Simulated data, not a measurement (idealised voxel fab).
process module | voxel transistor to metal
cross-section cut | 295 nm wide | cells 5 nm
A cross-section is a grid of square cells, given in bands from the top down. A band is one or more rows of cells.
Each band's line starts with the height of the band's top and of its bottom, in nm. Then come its materials from left to right, each with its width in nm. One material with "throughout" fills the band from edge to edge. "air" is empty space.
Height 0 is the level under which the wafer as received is all one material. The lowest band goes on downwards, as in "0 down".
A width such as "30 to 40" changes by the same amount from each row of cells to the next, from the band's top row to its bottom row.
"no change" after a step means that no cell of the cross-section changed.
closed voids: empty space of 8 cells or more with no open way to the top, each as width x height at its distance from the left edge, in nm
after a step's settings: what the simulator itself notes on the step
overlay nm, on a step with a mask: how far to the right of its planned place the mask lay; to the left if negative
Each pair below shows a cross-section before one step and the cross-section after it, down to the lowest band that changed. The line under each pair gives the step between them, with its settings. The pairs can come from different runs of this module on the same starting wafer, so a pair continues from the pair above only where its "before" says so.
before
  0 down: Si throughout
  closed voids: none
after
  0 to -5: SiO2 throughout
  below -5: unchanged
  closed voids: none
the step between: op OXIDIZE | depth nm 5
before: the cross-section after the pair above
after
  15 to 0: SiN throughout
  below 0: unchanged
  closed voids: none
the step between: op CONFORMAL_DEP | material SiN | thk nm 15
before: the cross-section after the pair above
after
  25 to 15: aC throughout
  below 15: unchanged
  closed voids: none
the step between: op DIRECTIONAL_DEP | material aC | thk nm 10
before: the cross-section after the pair above
after
  55 to 25: air 40 | resist 95 | air 25 | resist 95 | air 40
  below 25: unchanged
  closed voids: none
the step between: op PATTERN | tone cover | mask id ACTIVE | material resist | width nm 95 | pitch nm 120 | thk nm 30 | overlay nm 0
before: the cross-section after the pair above
after
  45 to 25: air 40 | resist 95 | air 25 | resist 95 | air 40
  25 to 15: air 40 | aC 95 | air 25 | aC 95 | air 40
  below 15: unchanged
  closed voids: none
the step between: op DIRECTIONAL_ETCH | etch materials aC | depth nm 10
before: the cross-section after the pair above
after
  25 to 15: air 40 | aC 95 | air 25 | aC 95 | air 40
  below 15: unchanged
  closed voids: none
the step between: op STRIP | etch materials resist
before: the cross-section after the pair above
after
  25 to 15: air 40 | aC 95 | air 25 | aC 95 | air 40
  15 to 0: air 40 | SiN 95 | air 25 | SiN 95 | air 40
  below 0: unchanged
  closed voids: none
the step between: op DIRECTIONAL_ETCH | etch materials SiN | depth nm 15
before: the cross-section after the pair above
after
  25 to 15: air 40 | aC 95 | air 25 | aC 95 | air 40
  15 to 0: air 40 | SiN 95 | air 25 | SiN 95 | air 40
  0 to -5: air 40 | SiO2 95 | air 25 | SiO2 95 | air 40
  below -5: unchanged
  closed voids: none
the step between: op DIRECTIONAL_ETCH | etch materials SiO2 | depth nm 5
before: the cross-section after the pair above
after
  25 to 15: air 40 | aC 95 | air 25 | aC 95 | air 40
  15 to 0: air 40 | SiN 95 | air 25 | SiN 95 | air 40
  0 to -5: air 40 | SiO2 95 | air 25 | SiO2 95 | air 40
  -5 to -30: air 40 | Si 95 | air 25 | Si 95 | air 40
  below -30: unchanged
  closed voids: none
the step between: op DIRECTIONAL_ETCH | etch materials Si | depth nm 25
before: the cross-section after the pair above
after
  15 to 0: air 40 | SiN 95 | air 25 | SiN 95 | air 40
  below 0: unchanged
  closed voids: none
the step between: op STRIP | etch materials aC
before: the cross-section after the pair above
after
  20 to 15: SiO2 throughout
  15 to 0: SiO2 40 | SiN 95 | SiO2 25 | SiN 95 | SiO2 40
  0 to -5: SiO2 throughout
  -5 to -30: SiO2 40 | Si 95 | SiO2 25 | Si 95 | SiO2 40
  below -30: unchanged
  closed voids: none
the step between: op FILL_DEP | material SiO2 | thk nm 5
before: the cross-section after the pair above
after
  15 to 0: SiO2 40 | SiN 95 | SiO2 25 | SiN 95 | SiO2 40
  below 0: unchanged
  closed voids: none
the step between: op CMP | height nm 15
before: the cross-section after the pair above
after
  15 to 0: air 40 | SiN 95 | air 25 | SiN 95 | air 40
  below 0: unchanged
  closed voids: none
the step between: op SELECTIVE_ETCH | etch materials SiO2 | depth nm 15
before: the cross-section after the pair above
after
  0 to -5: SiO2 throughout
  below -5: unchanged
  closed voids: none
the step between: op STRIP | etch materials SiN
before: the cross-section after the pair above
after
  -5 to -30: SiO2 40 | Si 95 | SiO2 25 | Si 95 | SiO2 40
  below -30: unchanged
  closed voids: none
the step between: op SELECTIVE_ETCH | etch materials SiO2 | depth nm 5
before: the cross-section after the pair above
after
  -5 to -10: SiO2 throughout
  below -10: unchanged
  closed voids: none
the step between: op OXIDIZE | depth nm 5
before: the cross-section after the pair above
after
  25 to -5: polySi throughout
  below -5: unchanged
  closed voids: none
the step between: op DIRECTIONAL_DEP | material polySi | thk nm 30
before: the cross-section after the pair above
after
  40 to 25: SiCN throughout
  below 25: unchanged
  closed voids: none
the step between: op DIRECTIONAL_DEP | material SiCN | thk nm 15
before: the cross-section after the pair above
after
  40 to 25: air 80 | SiCN 15 | air 105 | SiCN 15 | air 80
  below 25: unchanged
  closed voids: none
the step between: op MASKED_ETCH | tone cover | mask id GATE | width nm 15 | pitch nm 120 | etch materials SiCN | depth nm 25 | overlay nm 0
before: the cross-section after the pair above
after
  40 to 25: air 80 | SiCN 15 | air 105 | SiCN 15 | air 80
  25 to -5: air 80 | polySi 15 | air 105 | polySi 15 | air 80
  below -5: unchanged
  closed voids: none
the step between: op MASKED_ETCH | tone cover | mask id GATE | width nm 15 | pitch nm 120 | etch materials polySi | depth nm 40 | overlay nm 0
before: the cross-section after the pair above
after
  50 to 40: air 70 | SiN 35 | air 85 | SiN 35 | air 70
  40 to 25: air 70 | SiN 10 | SiCN 15 | SiN 10 | air 85 | SiN 10 | SiCN 15 | SiN 10 | air 70
  25 to 5: air 70 | SiN 10 | polySi 15 | SiN 10 | air 85 | SiN 10 | polySi 15 | SiN 10 | air 70
  5 to -5: SiN 80 | polySi 15 | SiN 105 | polySi 15 | SiN 80
  below -5: unchanged
  closed voids: none
the step between: op CONFORMAL_DEP | material SiN | thk nm 10
before: the cross-section after the pair above
after
  40 to 25: air 70 | SiN 10 | SiCN 15 | SiN 10 | air 85 | SiN 10 | SiCN 15 | SiN 10 | air 70
  25 to -5: air 70 | SiN 10 | polySi 15 | SiN 10 | air 85 | SiN 10 | polySi 15 | SiN 10 | air 70
  below -5: unchanged
  closed voids: none
the step between: op DIRECTIONAL_ETCH | etch materials SiN | depth nm 10
before: the cross-section after the pair above
after
  40 to 25: air 70 | SiN 10 | SiCN 15 | SiN 10 | air 85 | SiN 10 | SiCN 15 | SiN 10 | air 70
  25 to -5: air 70 | SiN 10 | polySi 15 | SiN 10 | air 85 | SiN 10 | polySi 15 | SiN 10 | air 70
  -5 to -10: air 70 | SiO2 35 | air 85 | SiO2 35 | air 70
  below -10: unchanged
  closed voids: none
the step between: op DIRECTIONAL_ETCH | etch materials SiO2 | depth nm 5
before: the cross-section after the pair above
after
  40 to 25: air 70 | SiN 10 | SiCN 15 | SiN 10 | air 85 | SiN 10 | SiCN 15 | SiN 10 | air 70
  25 to -5: air 70 | SiN 10 | polySi 15 | SiN 10 | air 85 | SiN 10 | polySi 15 | SiN 10 | air 70
  -5 to -10: air 70 | SiO2 35 | air 85 | SiO2 35 | air 70
  -10 to -25: SiO2 40 | air 30 | Si 35 | air 30 | SiO2 25 | air 30 | Si 35 | air 30 | SiO2 40
  below -25: unchanged
  closed voids: none
the step between: op DIRECTIONAL_ETCH | etch materials Si | depth nm 15
before: the cross-section after the pair above
after
  40 to 25: air 70 | SiN 10 | SiCN 15 | SiN 10 | air 85 | SiN 10 | SiCN 15 | SiN 10 | air 70
  25 to 5: air 70 | SiN 10 | polySi 15 | SiN 10 | air 85 | SiN 10 | polySi 15 | SiN 10 | air 70
  5 to -5: air 55 | nSi 15 | SiN 10 | polySi 15 | SiN 10 | nSi 15 | air 55 | nSi 15 | SiN 10 | polySi 15 | SiN 10 | nSi 15 | air 55
  -5 to -10: air 55 | nSi 15 | SiO2 35 | nSi 15 | air 55 | nSi 15 | SiO2 35 | nSi 15 | air 55
  -10 to -25: SiO2 40 | nSi 30 | Si 35 | nSi 30 | SiO2 25 | nSi 30 | Si 35 | nSi 30 | SiO2 40
  below -25: unchanged
  closed voids: none
the step between: op EPI | material nSi | thk nm 15
before: the cross-section after the pair above
after
  45 to 40: SiO2 throughout
  40 to 25: SiO2 70 | SiN 10 | SiCN 15 | SiN 10 | SiO2 85 | SiN 10 | SiCN 15 | SiN 10 | SiO2 70
  25 to 5: SiO2 70 | SiN 10 | polySi 15 | SiN 10 | SiO2 85 | SiN 10 | polySi 15 | SiN 10 | SiO2 70
  5 to -5: SiO2 55 | nSi 15 | SiN 10 | polySi 15 | SiN 10 | nSi 15 | SiO2 55 | nSi 15 | SiN 10 | polySi 15 | SiN 10 | nSi 15 | SiO2 55
  -5 to -10: SiO2 55 | nSi 15 | SiO2 35 | nSi 15 | SiO2 55 | nSi 15 | SiO2 35 | nSi 15 | SiO2 55
  below -10: unchanged
  closed voids: none
the step between: op FILL_DEP | material SiO2 | thk nm 5
before: the cross-section after the pair above
after
  40 to 25: SiO2 70 | SiN 10 | SiCN 15 | SiN 10 | SiO2 85 | SiN 10 | SiCN 15 | SiN 10 | SiO2 70
  below 25: unchanged
  closed voids: none
the step between: op CMP | height nm 40
before: the cross-section after the pair above
after
  50 to 40: SiO2 throughout
  below 40: unchanged
  closed voids: none
the step between: op DIRECTIONAL_DEP | material SiO2 | thk nm 10
before: the cross-section after the pair above
after
  65 to 50: aC throughout
  below 50: unchanged
  closed voids: none
the step between: op DIRECTIONAL_DEP | material aC | thk nm 15
before: the cross-section after the pair above
after
  100 to 65: resist 45 | air 20 | resist 45 | air 20 | resist 35 | air 20 | resist 45 | air 20 | resist 45
  below 65: unchanged
  closed voids: none
the step between: op PATTERN | tone open | mask id CONTACT | material resist | width nm 20 | thk nm 35 | overlay nm 0
before: the cross-section after the pair above
after
  85 to 65: resist 45 | air 20 | resist 45 | air 20 | resist 35 | air 20 | resist 45 | air 20 | resist 45
  65 to 50: aC 45 | air 20 | aC 45 | air 20 | aC 35 | air 20 | aC 45 | air 20 | aC 45
  below 50: unchanged
  closed voids: none
the step between: op DIRECTIONAL_ETCH | etch materials aC | depth nm 15
before: the cross-section after the pair above
after
  65 to 50: aC 45 | air 20 | aC 45 | air 20 | aC 35 | air 20 | aC 45 | air 20 | aC 45
  below 50: unchanged
  closed voids: none
the step between: op STRIP | etch materials resist
before: the cross-section after the pair above
after
  65 to 50: aC 45 | air 20 | aC 45 | air 20 | aC 35 | air 20 | aC 45 | air 20 | aC 45
  50 to 40: SiO2 45 | air 20 | SiO2 45 | air 20 | SiO2 35 | air 20 | SiO2 45 | air 20 | SiO2 45
  40 to 25: SiO2 45 | air 20 | SiO2 5 | SiN 10 | SiCN 15 | SiN 10 | SiO2 5 | air 20 | SiO2 35 | air 20 | SiO2 5 | SiN 10 | SiCN 15 | SiN 10 | SiO2 5 | air 20 | SiO2 45
  25 to 5: SiO2 45 | air 20 | SiO2 5 | SiN 10 | polySi 15 | SiN 10 | SiO2 5 | air 20 | SiO2 35 | air 20 | SiO2 5 | SiN 10 | polySi 15 | SiN 10 | SiO2 5 | air 20 | SiO2 45
  5 to -5: SiO2 45 | air 10 | nSi 15 | SiN 10 | polySi 15 | SiN 10 | nSi 15 | air 10 | SiO2 35 | air 10 | nSi 15 | SiN 10 | polySi 15 | SiN 10 | nSi 15 | air 10 | SiO2 45
  -5 to -10: SiO2 45 | air 10 | nSi 15 | SiO2 35 | nSi 15 | air 10 | SiO2 35 | air 10 | nSi 15 | SiO2 35 | nSi 15 | air 10 | SiO2 45
  below -10: unchanged
  closed voids: none
the step between: op DIRECTIONAL_ETCH | etch materials SiO2 | depth nm 60
before: the cross-section after the pair above
after
  50 to 40: SiO2 45 | air 20 | SiO2 45 | air 20 | SiO2 35 | air 20 | SiO2 45 | air 20 | SiO2 45
  below 40: unchanged
  closed voids: none
the step between: op STRIP | etch materials aC
before: the cross-section after the pair above
after
  55 to 50: TiN 50 | air 10 | TiN 55 | air 10 | TiN 45 | air 10 | TiN 55 | air 10 | TiN 50
  50 to 40: SiO2 45 | TiN 5 | air 10 | TiN 5 | SiO2 45 | TiN 5 | air 10 | TiN 5 | SiO2 35 | TiN 5 | air 10 | TiN 5 | SiO2 45 | TiN 5 | air 10 | TiN 5 | SiO2 45
  40 to 25: SiO2 45 | TiN 5 | air 10 | TiN 5 | SiO2 5 | SiN 10 | SiCN 15 | SiN 10 | SiO2 5 | TiN 5 | air 10 | TiN 5 | SiO2 35 | TiN 5 | air 10 | TiN 5 | SiO2 5 | SiN 10 | SiCN 15 | SiN 10 | SiO2 5 | TiN 5 | air 10 | TiN 5 | SiO2 45
  25 to 10: SiO2 45 | TiN 5 | air 10 | TiN 5 | SiO2 5 | SiN 10 | polySi 15 | SiN 10 | SiO2 5 | TiN 5 | air 10 | TiN 5 | SiO2 35 | TiN 5 | air 10 | TiN 5 | SiO2 5 | SiN 10 | polySi 15 | SiN 10 | SiO2 5 | TiN 5 | air 10 | TiN 5 | SiO2 45
  10 to 5: SiO2 45 | TiN 20 | SiO2 5 | SiN 10 | polySi 15 | SiN 10 | SiO2 5 | TiN 20 | SiO2 35 | TiN 20 | SiO2 5 | SiN 10 | polySi 15 | SiN 10 | SiO2 5 | TiN 20 | SiO2 45
  5 to -5: SiO2 45 | TiN 10 | nSi 15 | SiN 10 | polySi 15 | SiN 10 | nSi 15 | TiN 10 | SiO2 35 | TiN 10 | nSi 15 | SiN 10 | polySi 15 | SiN 10 | nSi 15 | TiN 10 | SiO2 45
  -5 to -10: SiO2 45 | TiN 10 | nSi 15 | SiO2 35 | nSi 15 | TiN 10 | SiO2 35 | TiN 10 | nSi 15 | SiO2 35 | nSi 15 | TiN 10 | SiO2 45
  below -10: unchanged
  closed voids: none
the step between: op CONFORMAL_DEP | material TiN | thk nm 5
before: the cross-section after the pair above
after
  65 to 55: Ru throughout
  55 to 50: TiN 50 | Ru 10 | TiN 55 | Ru 10 | TiN 45 | Ru 10 | TiN 55 | Ru 10 | TiN 50
  50 to 40: SiO2 45 | TiN 5 | Ru 10 | TiN 5 | SiO2 45 | TiN 5 | Ru 10 | TiN 5 | SiO2 35 | TiN 5 | Ru 10 | TiN 5 | SiO2 45 | TiN 5 | Ru 10 | TiN 5 | SiO2 45
  40 to 25: SiO2 45 | TiN 5 | Ru 10 | TiN 5 | SiO2 5 | SiN 10 | SiCN 15 | SiN 10 | SiO2 5 | TiN 5 | Ru 10 | TiN 5 | SiO2 35 | TiN 5 | Ru 10 | TiN 5 | SiO2 5 | SiN 10 | SiCN 15 | SiN 10 | SiO2 5 | TiN 5 | Ru 10 | TiN 5 | SiO2 45
  25 to 10: SiO2 45 | TiN 5 | Ru 10 | TiN 5 | SiO2 5 | SiN 10 | polySi 15 | SiN 10 | SiO2 5 | TiN 5 | Ru 10 | TiN 5 | SiO2 35 | TiN 5 | Ru 10 | TiN 5 | SiO2 5 | SiN 10 | polySi 15 | SiN 10 | SiO2 5 | TiN 5 | Ru 10 | TiN 5 | SiO2 45
  below 10: unchanged
  closed voids: none
the step between: op FILL_DEP | material Ru | thk nm 10
before: the cross-section after the pair above
after
  50 to 40: SiO2 45 | TiN 5 | Ru 10 | TiN 5 | SiO2 45 | TiN 5 | Ru 10 | TiN 5 | SiO2 35 | TiN 5 | Ru 10 | TiN 5 | SiO2 45 | TiN 5 | Ru 10 | TiN 5 | SiO2 45
  below 40: unchanged
  closed voids: none
the step between: op CMP | height nm 50
before: the cross-section after the pair above
after
  55 to 50: TiN throughout
  below 50: unchanged
  closed voids: none
the step between: op DIRECTIONAL_DEP | material TiN | thk nm 5
before: the cross-section after the pair above
after
  80 to 55: W throughout
  below 55: unchanged
  closed voids: none
the step between: op DIRECTIONAL_DEP | material W | thk nm 25
before: the cross-section after the pair above
after
  95 to 80: aC throughout
  below 80: unchanged
  closed voids: none
the step between: op DIRECTIONAL_DEP | material aC | thk nm 15
before: the cross-section after the pair above
after
  125 to 95: air 45 | resist 20 | air 45 | resist 20 | air 35 | resist 20 | air 45 | resist 20 | air 45
  below 95: unchanged
  closed voids: none
the step between: op PATTERN | tone cover | mask id METAL_1 | material resist | width nm 20 | thk nm 30 | overlay nm 0
before: the cross-section after the pair above
after
  110 to 95: air 45 | resist 20 | air 45 | resist 20 | air 35 | resist 20 | air 45 | resist 20 | air 45
  95 to 80: air 45 | aC 20 | air 45 | aC 20 | air 35 | aC 20 | air 45 | aC 20 | air 45
  below 80: unchanged
  closed voids: none
the step between: op DIRECTIONAL_ETCH | etch materials aC | depth nm 15
before: the cross-section after the pair above
after
  95 to 80: air 45 | aC 20 | air 45 | aC 20 | air 35 | aC 20 | air 45 | aC 20 | air 45
  below 80: unchanged
  closed voids: none
the step between: op STRIP | etch materials resist
before: the cross-section after the pair above
after
  95 to 80: air 45 | aC 20 | air 45 | aC 20 | air 35 | aC 20 | air 45 | aC 20 | air 45
  80 to 55: air 45 | W 20 | air 45 | W 20 | air 35 | W 20 | air 45 | W 20 | air 45
  below 55: unchanged
  closed voids: none
the step between: op DIRECTIONAL_ETCH | etch materials W | depth nm 25
before: the cross-section after the pair above
after
  95 to 80: air 45 | aC 20 | air 45 | aC 20 | air 35 | aC 20 | air 45 | aC 20 | air 45
  80 to 55: air 45 | W 20 | air 45 | W 20 | air 35 | W 20 | air 45 | W 20 | air 45
  55 to 50: air 45 | TiN 20 | air 45 | TiN 20 | air 35 | TiN 20 | air 45 | TiN 20 | air 45
  below 50: unchanged
  closed voids: none
the step between: op DIRECTIONAL_ETCH | etch materials TiN | depth nm 5
before: the cross-section after the pair above
after
  80 to 55: air 45 | W 20 | air 45 | W 20 | air 35 | W 20 | air 45 | W 20 | air 45
  below 55: unchanged
  closed voids: none
the step between: op STRIP | etch materials aC
before: the cross-section after the pair above
after
  85 to 80: lowk throughout
  80 to 55: lowk 45 | W 20 | lowk 45 | W 20 | lowk 35 | W 20 | lowk 45 | W 20 | lowk 45
  55 to 50: lowk 45 | TiN 20 | lowk 45 | TiN 20 | lowk 35 | TiN 20 | lowk 45 | TiN 20 | lowk 45
  below 50: unchanged
  closed voids: none
the step between: op FILL_DEP | material lowk | thk nm 5
before: the cross-section after the pair above
after
  80 to 55: lowk 45 | W 20 | lowk 45 | W 20 | lowk 35 | W 20 | lowk 45 | W 20 | lowk 45
  below 55: unchanged
  closed voids: none
the step between: op CMP | height nm 80
before: the cross-section after the pair above
after
  85 to 80: SiCN throughout
  below 80: unchanged
  closed voids: none
the step between: op CONFORMAL_DEP | material SiCN | thk nm 5
before: the cross-section after the pair above
after
  115 to 85: lowk throughout
  below 85: unchanged
  closed voids: none
the step between: op DIRECTIONAL_DEP | material lowk | thk nm 30
before: the cross-section after the pair above
after
  135 to 115: resist 45 | air 15 | resist 105 | air 15 | resist 115
  below 115: unchanged
  closed voids: none
the step between: op PATTERN | tone open | mask id METAL_2_HOLES | material resist | width nm 15 | pitch nm 120 | thk nm 20 | overlay nm 0
before: the cross-section after the pair above
after
  135 to 115: resist 45 | air 15 | resist 105 | air 15 | resist 115
  115 to 85: lowk 45 | air 15 | lowk 105 | air 15 | lowk 115
  below 85: unchanged
  closed voids: none
the step between: op DIRECTIONAL_ETCH | etch materials lowk | depth nm 30
before: the cross-section after the pair above
after
  115 to 85: lowk 45 | air 15 | lowk 105 | air 15 | lowk 115
  below 85: unchanged
  closed voids: none
the step between: op STRIP | etch materials resist
before: the cross-section after the pair above
after
  130 to 115: resist 45 | air 20 | resist 100 | air 20 | resist 110
  below 115: unchanged
  closed voids: none
the step between: op PATTERN | tone open | mask id METAL_2 | material resist | width nm 20 | pitch nm 120 | thk nm 15 | overlay nm 0
before: the cross-section after the pair above
after
  130 to 115: resist 45 | air 20 | resist 100 | air 20 | resist 110
  115 to 100: lowk 45 | air 20 | lowk 100 | air 20 | lowk 110
  below 100: unchanged
  closed voids: none
the step between: op DIRECTIONAL_ETCH | etch materials lowk | depth nm 15
before: the cross-section after the pair above
after
  130 to 115: resist 45 | air 20 | resist 100 | air 20 | resist 110
  115 to 100: lowk 45 | air 20 | lowk 100 | air 20 | lowk 110
  100 to 85: lowk 45 | air 15 | lowk 105 | air 15 | lowk 115
  85 to 80: SiCN 45 | air 15 | SiCN 105 | air 15 | SiCN 115
  below 80: unchanged
  closed voids: none
the step between: op DIRECTIONAL_ETCH | etch materials SiCN | depth nm 5
before: the cross-section after the pair above
after
  115 to 100: lowk 45 | air 20 | lowk 100 | air 20 | lowk 110
  below 100: unchanged
  closed voids: none
the step between: op STRIP | etch materials resist
before: the cross-section after the pair above
after
  120 to 115: TiN 50 | air 10 | TiN 110 | air 10 | TiN 115
  115 to 105: lowk 45 | TiN 5 | air 10 | TiN 5 | lowk 100 | TiN 5 | air 10 | TiN 5 | lowk 110
  105 to 100: lowk 45 | TiN 5 | air 5 | TiN 10 | lowk 100 | TiN 5 | air 5 | TiN 10 | lowk 110
  100 to 85: lowk 45 | TiN 5 | air 5 | TiN 5 | lowk 105 | TiN 5 | air 5 | TiN 5 | lowk 115
  85 to 80: SiCN 45 | TiN 15 | SiCN 105 | TiN 15 | SiCN 115
  below 80: unchanged
  closed voids: none
the step between: op CONFORMAL_DEP | material TiN | thk nm 5
before: the cross-section after the pair above
after
  125 to 120: Ru throughout
  120 to 115: TiN 50 | Ru 10 | TiN 110 | Ru 10 | TiN 115
  115 to 105: lowk 45 | TiN 5 | Ru 10 | TiN 5 | lowk 100 | TiN 5 | Ru 10 | TiN 5 | lowk 110
  105 to 100: lowk 45 | TiN 5 | Ru 5 | TiN 10 | lowk 100 | TiN 5 | Ru 5 | TiN 10 | lowk 110
  100 to 85: lowk 45 | TiN 5 | Ru 5 | TiN 5 | lowk 105 | TiN 5 | Ru 5 | TiN 5 | lowk 115
  below 85: unchanged
  closed voids: none
the step between: op FILL_DEP | material Ru | thk nm 5
before: the cross-section after the pair above
after
  115 to 105: lowk 45 | TiN 5 | Ru 10 | TiN 5 | lowk 100 | TiN 5 | Ru 10 | TiN 5 | lowk 110
  below 105: unchanged
  closed voids: none
the step between: op CMP | height nm 115
before: the cross-section after the pair above
after
  120 to 115: SiCN throughout
  below 115: unchanged
  closed voids: none
the step between: op CONFORMAL_DEP | material SiCN | thk nm 5
before
  65 to 55: Ru throughout
  55 to 50: TiN 50 | Ru 10 | TiN 55 | Ru 10 | TiN 45 | Ru 10 | TiN 55 | Ru 10 | TiN 50
  50 to 40: SiO2 45 | TiN 5 | Ru 10 | TiN 5 | SiO2 45 | TiN 5 | Ru 10 | TiN 5 | SiO2 35 | TiN 5 | Ru 10 | TiN 5 | SiO2 45 | TiN 5 | Ru 10 | TiN 5 | SiO2 45
  40 to 25: SiO2 45 | TiN 5 | Ru 10 | TiN 5 | SiO2 5 | SiN 10 | SiCN 15 | SiN 10 | SiO2 5 | TiN 5 | Ru 10 | TiN 5 | SiO2 35 | TiN 5 | Ru 10 | TiN 5 | SiO2 5 | SiN 10 | SiCN 15 | SiN 10 | SiO2 5 | TiN 5 | Ru 10 | TiN 5 | SiO2 45
  25 to 10: SiO2 45 | TiN 5 | Ru 10 | TiN 5 | SiO2 5 | SiN 10 | polySi 15 | SiN 10 | SiO2 5 | TiN 5 | Ru 10 | TiN 5 | SiO2 35 | TiN 5 | Ru 10 | TiN 5 | SiO2 5 | SiN 10 | polySi 15 | SiN 10 | SiO2 5 | TiN 5 | Ru 10 | TiN 5 | SiO2 45
  10 to 5: SiO2 45 | TiN 20 | SiO2 5 | SiN 10 | polySi 15 | SiN 10 | SiO2 5 | TiN 20 | SiO2 35 | TiN 20 | SiO2 5 | SiN 10 | polySi 15 | SiN 10 | SiO2 5 | TiN 20 | SiO2 45
  5 to -5: SiO2 45 | TiN 10 | nSi 15 | SiN 10 | polySi 15 | SiN 10 | nSi 15 | TiN 10 | SiO2 35 | TiN 10 | nSi 15 | SiN 10 | polySi 15 | SiN 10 | nSi 15 | TiN 10 | SiO2 45
  -5 to -10: SiO2 45 | TiN 10 | nSi 15 | SiO2 35 | nSi 15 | TiN 10 | SiO2 35 | TiN 10 | nSi 15 | SiO2 35 | nSi 15 | TiN 10 | SiO2 45
  -10 to -25: SiO2 40 | nSi 30 | Si 35 | nSi 30 | SiO2 25 | nSi 30 | Si 35 | nSi 30 | SiO2 40
  -25 to -30: SiO2 40 | Si 95 | SiO2 25 | Si 95 | SiO2 40
  -30 down: Si throughout
  closed voids: none
after
  70 to 65: TiN throughout
  below 65: unchanged
  closed voids: none
the step between: op DIRECTIONAL_DEP | material TiN | thk nm 5
before: the cross-section after the pair above
after
  95 to 70: W throughout
  below 70: unchanged
  closed voids: none
the step between: op DIRECTIONAL_DEP | material W | thk nm 25
before: the cross-section after the pair above
after
  110 to 95: aC throughout
  below 95: unchanged
  closed voids: none
the step between: op DIRECTIONAL_DEP | material aC | thk nm 15
before: the cross-section after the pair above
after
  140 to 110: air 45 | resist 20 | air 45 | resist 20 | air 35 | resist 20 | air 45 | resist 20 | air 45
  below 110: unchanged
  closed voids: none
the step between: op PATTERN | tone cover | mask id METAL_1 | material resist | width nm 20 | thk nm 30 | overlay nm 0
before: the cross-section after the pair above
after
  125 to 110: air 45 | resist 20 | air 45 | resist 20 | air 35 | resist 20 | air 45 | resist 20 | air 45
  110 to 95: air 45 | aC 20 | air 45 | aC 20 | air 35 | aC 20 | air 45 | aC 20 | air 45
  below 95: unchanged
  closed voids: none
the step between: op DIRECTIONAL_ETCH | etch materials aC | depth nm 15
before: the cross-section after the pair above
after
  110 to 95: air 45 | aC 20 | air 45 | aC 20 | air 35 | aC 20 | air 45 | aC 20 | air 45
  below 95: unchanged
  closed voids: none
the step between: op STRIP | etch materials resist
before: the cross-section after the pair above
after
  110 to 95: air 45 | aC 20 | air 45 | aC 20 | air 35 | aC 20 | air 45 | aC 20 | air 45
  95 to 70: air 45 | W 20 | air 45 | W 20 | air 35 | W 20 | air 45 | W 20 | air 45
  below 70: unchanged
  closed voids: none
the step between: op DIRECTIONAL_ETCH | etch materials W | depth nm 25
before: the cross-section after the pair above
after
  110 to 95: air 45 | aC 20 | air 45 | aC 20 | air 35 | aC 20 | air 45 | aC 20 | air 45
  95 to 70: air 45 | W 20 | air 45 | W 20 | air 35 | W 20 | air 45 | W 20 | air 45
  70 to 65: air 45 | TiN 20 | air 45 | TiN 20 | air 35 | TiN 20 | air 45 | TiN 20 | air 45
  below 65: unchanged
  closed voids: none
the step between: op DIRECTIONAL_ETCH | etch materials TiN | depth nm 5
before: the cross-section after the pair above
after
  95 to 70: air 45 | W 20 | air 45 | W 20 | air 35 | W 20 | air 45 | W 20 | air 45
  below 70: unchanged
  closed voids: none
the step between: op STRIP | etch materials aC
before: the cross-section after the pair above
after
  100 to 95: lowk throughout
  95 to 70: lowk 45 | W 20 | lowk 45 | W 20 | lowk 35 | W 20 | lowk 45 | W 20 | lowk 45
  70 to 65: lowk 45 | TiN 20 | lowk 45 | TiN 20 | lowk 35 | TiN 20 | lowk 45 | TiN 20 | lowk 45
  below 65: unchanged
  closed voids: none
the step between: op FILL_DEP | material lowk | thk nm 5
before: the cross-section after the pair above
after
  80 to 70: lowk 45 | W 20 | lowk 45 | W 20 | lowk 35 | W 20 | lowk 45 | W 20 | lowk 45
  below 70: unchanged
  closed voids: none
the step between: op CMP | height nm 80
before: the cross-section after the pair above
after
  85 to 80: SiCN throughout
  below 80: unchanged
  closed voids: none
the step between: op CONFORMAL_DEP | material SiCN | thk nm 5
before: the cross-section after the pair above
after
  115 to 85: lowk throughout
  below 85: unchanged
  closed voids: none
the step between: op DIRECTIONAL_DEP | material lowk | thk nm 30
before: the cross-section after the pair above
after
  135 to 115: resist 45 | air 15 | resist 105 | air 15 | resist 115
  below 115: unchanged
  closed voids: none
the step between: op PATTERN | tone open | mask id METAL_2_HOLES | material resist | width nm 15 | pitch nm 120 | thk nm 20 | overlay nm 0
before: the cross-section after the pair above
after
  135 to 115: resist 45 | air 15 | resist 105 | air 15 | resist 115
  115 to 85: lowk 45 | air 15 | lowk 105 | air 15 | lowk 115
  below 85: unchanged
  closed voids: none
the step between: op DIRECTIONAL_ETCH | etch materials lowk | depth nm 30
before: the cross-section after the pair above
after
  115 to 85: lowk 45 | air 15 | lowk 105 | air 15 | lowk 115
  below 85: unchanged
  closed voids: none
the step between: op STRIP | etch materials resist
before: the cross-section after the pair above
after
  130 to 115: resist 45 | air 20 | resist 100 | air 20 | resist 110
  below 115: unchanged
  closed voids: none
the step between: op PATTERN | tone open | mask id METAL_2 | material resist | width nm 20 | pitch nm 120 | thk nm 15 | overlay nm 0
before: the cross-section after the pair above
after
  130 to 115: resist 45 | air 20 | resist 100 | air 20 | resist 110
  115 to 100: lowk 45 | air 20 | lowk 100 | air 20 | lowk 110
  below 100: unchanged
  closed voids: none
the step between: op DIRECTIONAL_ETCH | etch materials lowk | depth nm 15
before: the cross-section after the pair above
after
  130 to 115: resist 45 | air 20 | resist 100 | air 20 | resist 110
  115 to 100: lowk 45 | air 20 | lowk 100 | air 20 | lowk 110
  100 to 85: lowk 45 | air 15 | lowk 105 | air 15 | lowk 115
  85 to 80: SiCN 45 | air 15 | SiCN 105 | air 15 | SiCN 115
  below 80: unchanged
  closed voids: none
the step between: op DIRECTIONAL_ETCH | etch materials SiCN | depth nm 5
before: the cross-section after the pair above
after
  115 to 100: lowk 45 | air 20 | lowk 100 | air 20 | lowk 110
  below 100: unchanged
  closed voids: none
the step between: op STRIP | etch materials resist
before: the cross-section after the pair above
after
  120 to 115: TiN 50 | air 10 | TiN 110 | air 10 | TiN 115
  115 to 105: lowk 45 | TiN 5 | air 10 | TiN 5 | lowk 100 | TiN 5 | air 10 | TiN 5 | lowk 110
  105 to 100: lowk 45 | TiN 5 | air 5 | TiN 10 | lowk 100 | TiN 5 | air 5 | TiN 10 | lowk 110
  100 to 85: lowk 45 | TiN 5 | air 5 | TiN 5 | lowk 105 | TiN 5 | air 5 | TiN 5 | lowk 115
  85 to 80: SiCN 45 | TiN 15 | SiCN 105 | TiN 15 | SiCN 115
  below 80: unchanged
  closed voids: none
the step between: op CONFORMAL_DEP | material TiN | thk nm 5
